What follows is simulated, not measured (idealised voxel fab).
process module | voxel wiring stack
cross-section cut | 250 nm wide | cells 5 nm
A cross-section is a grid of square cells, given in bands from the top down. A band is one or more rows of cells.
Each band's line starts with the height of the band's top and of its bottom, in nm. Then come its materials from left to right, each with its width in nm. One material with "throughout" fills the band from edge to edge. "air" is empty space.
Height 0 is the level under which the wafer as received is all one material. The lowest band goes on downwards, as in "0 down".
A width such as "30 to 40" changes by the same amount from each row of cells to the next, from the band's top row to its bottom row.
"no change" after a step means that no cell of the cross-section changed.
closed voids: empty space of 8 cells or more with no open way to the top, each as width x height at its distance from the left edge, in nm
after a step's settings: what the simulator itself notes on the step
overlay nm, on a step with a mask: how far to the right of its planned place the mask lay; to the left if negative
plan
1 op RECEIVE | material Si
2 op CONFORMAL_DEP | material SiO2 | thk nm 10
3 op CONFORMAL_DEP | material SiN | thk nm 5
4 op DIRECTIONAL_DEP | material lowk | thk nm 20
5 op DIRECTIONAL_DEP | material aC | thk nm 15
6 op PATTERN | tone open | mask id METAL_1 | material resist | width nm 25 | pitch nm 50 | thk nm 30 | overlay nm 0
7 op DIRECTIONAL_ETCH | etch materials aC | depth nm 15
8 op STRIP | etch materials resist
9 op DIRECTIONAL_ETCH | etch materials lowk | depth nm 20
10 op DIRECTIONAL_ETCH | etch materials SiN | depth nm 5
11 op STRIP | etch materials aC
12 op CONFORMAL_DEP | material TiN | thk nm 5
13 op FILL_DEP | material Cu | thk nm 5
14 op CMP | height nm 35
15 op CONFORMAL_DEP | material SiCN | thk nm 5
16 op DIRECTIONAL_DEP | material lowk | thk nm 25
17 op DIRECTIONAL_DEP | material aC | thk nm 15
18 op PATTERN | tone open | mask id METAL_2_HOLES | material resist | width nm 15 | pitch nm 100 | thk nm 35 | overlay nm -15
19 op DIRECTIONAL_ETCH | etch materials aC | depth nm 15
20 op STRIP | etch materials resist
21 op DIRECTIONAL_ETCH | etch materials lowk | depth nm 25
22 op STRIP | etch materials aC
23 op PATTERN | tone open | mask id METAL_2 | material resist | width nm 25 | pitch nm 50 | thk nm 15 | overlay nm 0
24 op DIRECTIONAL_ETCH | etch materials lowk | depth nm 15
25 op DIRECTIONAL_ETCH | etch materials SiCN | depth nm 5
26 op STRIP | etch materials resist
27 op CONFORMAL_DEP | material TiN | thk nm 5
28 op FILL_DEP | material Ru | thk nm 5
29 op CMP | height nm 65
30 op CONFORMAL_DEP | material SiCN | thk nm 5
31 op DIRECTIONAL_DEP | material lowk | thk nm 35
32 op DIRECTIONAL_DEP | material aC | thk nm 15
33 op PATTERN | tone open | mask id METAL_3 | material resist | width nm 25 | pitch nm 50 | thk nm 30 | overlay nm 0
34 op DIRECTIONAL_ETCH | etch materials aC | depth nm 15
35 op STRIP | etch materials resist
36 op DIRECTIONAL_ETCH | etch materials lowk | depth nm 20
37 op STRIP | etch materials aC
38 op MASKED_ETCH | tone open | mask id METAL_3_HOLES | width nm 15 | pitch nm 100 | etch materials lowk | depth nm 15 | overlay nm 0
39 op MASKED_ETCH | tone open | mask id METAL_3_HOLES | width nm 15 | pitch nm 100 | etch materials SiCN | depth nm 5 | overlay nm 0
40 op CONFORMAL_DEP | material TiN | thk nm 5
41 op FILL_DEP | material Cu | thk nm 10
42 op CMP | height nm 105
43 op CONFORMAL_DEP | material SiCN | thk nm 5
44 op DIRECTIONAL_DEP | material SiO2 | thk nm 35
45 op PATTERN | tone open | mask id METAL_4 | material resist | width nm 25 | pitch nm 50 | thk nm 20 | overlay nm 0
46 op DIRECTIONAL_ETCH | etch materials SiO2 | depth nm 20
47 op STRIP | etch materials resist
48 op MASKED_ETCH | tone open | mask id METAL_4_HOLES | width nm 15 | pitch nm 50 | etch materials SiO2 | depth nm 15 | overlay nm 0
49 op MASKED_ETCH | tone open | mask id METAL_4_HOLES | width nm 15 | pitch nm 50 | etch materials SiCN | depth nm 5 | overlay nm 0
50 op CONFORMAL_DEP | material TiN | thk nm 5
51 op FILL_DEP | material Cu | thk nm 10
52 op CMP | height nm 145
53 op CONFORMAL_DEP | material SiCN | thk nm 5
varied across the wafers: overlay nm of step 18. The plan shows the first wafer's value. All wafers start alike
first wafer as received, after step 1
  0 down: Si throughout
  closed voids: none
each wafer at the end: cells of each material gained (+) or lost (-) since it was received, then its closed voids
overlay nm -15 | +144 Cu | +40 Ru | +182 SiCN | +30 SiN | +334 SiO2 | +238 TiN | +532 lowk | closed voids: none
overlay nm -10 | +144 Cu | +36 Ru | +180 SiCN | +30 SiN | +334 SiO2 | +238 TiN | +538 lowk | closed voids: none
overlay nm -5 | +144 Cu | +32 Ru | +178 SiCN | +30 SiN | +334 SiO2 | +238 TiN | +544 lowk | closed voids: none
overlay nm 0 | +144 Cu | +30 Ru | +176 SiCN | +30 SiN | +334 SiO2 | +236 TiN | +550 lowk | closed voids: none
overlay nm 5 | +144 Cu | +30 Ru | +176 SiCN | +30 SiN | +334 SiO2 | +236 TiN | +550 lowk | closed voids: none
overlay nm 10 | +144 Cu | +30 Ru | +176 SiCN | +30 SiN | +334 SiO2 | +236 TiN | +550 lowk | closed voids: none
overlay nm 15 | +144 Cu | +32 Ru | +178 SiCN | +30 SiN | +334 SiO2 | +238 TiN | +544 lowk | closed voids: none
